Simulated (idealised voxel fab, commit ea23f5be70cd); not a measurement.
voxel capacitor over wiring: a process module
The cross-section on display is named cut; it measures 265 nm wide, and its cells are 5 nm squares.
Just so we're on the same page, the cross-sections are grids of square cells, and they're listed out in bands top to bottom, each band one or more rows deep.
In this notation a band is specified by the heights of its top and bottom, in that order and in nm, after which its materials appear from left to right, each paired with its width in nm. The word "edge to edge" attached to a single material means that material fills the band from edge to edge; the word "air" stands for empty space.
For the purposes of this specification, 0 denotes the height below which the wafer in its as-received condition is composed wholly of one material, and the lowermost band, lacking a lower limit, extends downward without end, as expressed in "0 down".
The expression "30->40" gives the width at the extremes of the band, the first number at its top row of cells and the second at its bottom row, with the width changing by equal amounts from each row to the next in between.
"left unchanged" after a step means that no cell of the cross-section changed.
"Sealed internal cavities" lists enclosed empty spaces (at least 8 cells, no open path upward to the top), each as width x height at distance from the left edge, in nm.
That trailing text on a step's line, after the settings, is the simulator's own remark on the step.
Each step line may optionally specify "overlay nm", which for a step with a mask gives the rightward distance between the mask's planned place and where it lay, a negative value indicating the leftward direction.

## Steps planned for the process
1 RECEIVE | material Si
2 CONFORMAL_DEP | material SiO2 | thk nm 15
3 CONFORMAL_DEP | material SiCN | thk nm 5
4 DIRECTIONAL_DEP | material SiO2 | thk nm 20
5 MASKED_ETCH | tone open | mask id METAL_1 | width nm 30 | pitch nm 90 | etch materials SiO2 | depth nm 20 | overlay nm 0
6 MASKED_ETCH | tone open | mask id METAL_1 | width nm 30 | pitch nm 90 | etch materials SiCN | depth nm 5 | overlay nm 0
7 CONFORMAL_DEP | material TiN | thk nm 5
8 FILL_DEP | material Cu | thk nm 10
9 CMP | height nm 40
10 CONFORMAL_DEP | material SiCN | thk nm 5
11 DIRECTIONAL_DEP | material lowk | thk nm 15
12 PATTERN | tone open | mask id PLUG_1 | material resist | width nm 15 | thk nm 20 | overlay nm 0
13 DIRECTIONAL_ETCH | etch materials lowk | depth nm 15
14 DIRECTIONAL_ETCH | etch materials SiCN | depth nm 5
15 STRIP | etch materials resist
16 EPI | material Ru | thk nm 10
17 EPI | material Ru | thk nm 10
18 DIRECTIONAL_DEP | material TiN | thk nm 5
19 DIRECTIONAL_DEP | material HfO2 | thk nm 5
20 DIRECTIONAL_DEP | material TiN | thk nm 5
21 DIRECTIONAL_DEP | material aC | thk nm 15
22 PATTERN | tone cover | mask id UPPER_PLATE | material resist | width nm 65 | thk nm 30 | overlay nm 0
23 DIRECTIONAL_ETCH | etch materials aC | depth nm 15
24 STRIP | etch materials resist
25 DIRECTIONAL_ETCH | etch materials TiN | depth nm 5
26 DIRECTIONAL_ETCH | etch materials HfO2 | depth nm 5
27 STRIP | etch materials aC
28 MASKED_ETCH | tone cover | mask id LOWER_PLATE | width nm 65 | etch materials TiN | depth nm 5 | overlay nm 0
29 FILL_DEP | material SiO2 | thk nm 15
30 CMP | height nm 85
31 DIRECTIONAL_DEP | material aC | thk nm 15
32 PATTERN | tone open | mask id PLUG_2 | material resist | width nm 15 | thk nm 30 | overlay nm 0
33 DIRECTIONAL_ETCH | etch materials aC | depth nm 15
34 STRIP | etch materials resist
35 DIRECTIONAL_ETCH | etch materials SiO2 | depth nm 10
36 STRIP | etch materials aC
37 CONFORMAL_DEP | material TiN | thk nm 5
38 FILL_DEP | material Cu | thk nm 5
39 CMP | height nm 85
40 CONFORMAL_DEP | material SiCN | thk nm 5
Be aware that, although all wafers share a common starting state, the width nm at step 28 differs among them, and the plan displays the first wafer's value.

## The first of several wafers, as received after step 1, seen in section
    0 down  Si edge to edge
    Sealed internal cavities: none

## First of several wafers: cross-section at the end of the module, after step 40, its last step
    90 to 85  SiCN edge to edge
    85 to 80  SiO2 95 nm  TiN 5 nm  Cu 5 nm  TiN 5 nm  SiO2 155 nm
    80 to 70  SiO2 95->85 nm  TiN 15->65 nm  SiO2 155->115 nm
    70 to 65  SiO2 85 nm  HfO2 65 nm  SiO2 115 nm
    65 to 60  SiO2 85 nm  TiN 65 nm  SiO2 115 nm
    60 to 45  lowk 85 nm  Ru 15 nm  lowk 165 nm
    45 to 40  SiCN 85 nm  Ru 15 nm  SiCN 165 nm
    40 to 20  SiO2 70 nm  TiN 5 nm  Cu 20 nm  TiN 5 nm  SiO2 60 nm  TiN 5 nm  Cu 20 nm  TiN 5 nm  SiO2 75 nm
    20 to 15  SiCN 70 nm  TiN 30 nm  SiCN 60 nm  TiN 30 nm  SiCN 75 nm
    15 to 0  SiO2 edge to edge
    0 down  Si edge to edge
    Sealed internal cavities: none

## So this is the cross-section on the last wafer at the end of the module
    90 to 85  SiCN edge to edge
    85 to 80  SiO2 95 nm  TiN 5 nm  Cu 5 nm  TiN 5 nm  SiO2 155 nm
    80 to 70  SiO2 95->85 nm  TiN 15->65 nm  SiO2 155->115 nm
    70 to 65  SiO2 85 nm  HfO2 65 nm  SiO2 115 nm
    65 to 60  SiO2 75 nm  TiN 90 nm  SiO2 100 nm
    60 to 45  lowk 85 nm  Ru 15 nm  lowk 165 nm
    45 to 40  SiCN 85 nm  Ru 15 nm  SiCN 165 nm
    40 to 20  SiO2 70 nm  TiN 5 nm  Cu 20 nm  TiN 5 nm  SiO2 60 nm  TiN 5 nm  Cu 20 nm  TiN 5 nm  SiO2 75 nm
    20 to 15  SiCN 70 nm  TiN 30 nm  SiCN 60 nm  TiN 30 nm  SiCN 75 nm
    15 to 0  SiO2 edge to edge
    0 down  Si edge to edge
    Sealed internal cavities: none

## Per-wafer rows below. For each material: cells gained (+) or lost (-) since the wafer was received, as of end of module. Then: closed voids
width nm 65, +33 Cu, +13 HfO2, +12 Ru, +144 SiCN, +543 SiO2, +59 TiN, +150 lowk, Sealed internal cavities: none
width nm 70, +33 Cu, +13 HfO2, +12 Ru, +144 SiCN, +542 SiO2, +60 TiN, +150 lowk, Sealed internal cavities: none
width nm 75, +33 Cu, +13 HfO2, +12 Ru, +144 SiCN, +541 SiO2, +61 TiN, +150 lowk, Sealed internal cavities: none
width nm 80, +33 Cu, +13 HfO2, +12 Ru, +144 SiCN, +540 SiO2, +62 TiN, +150 lowk, Sealed internal cavities: none
width nm 85, +33 Cu, +13 HfO2, +12 Ru, +144 SiCN, +539 SiO2, +63 TiN, +150 lowk, Sealed internal cavities: none
width nm 90, +33 Cu, +13 HfO2, +12 Ru, +144 SiCN, +538 SiO2, +64 TiN, +150 lowk, Sealed internal cavities: none
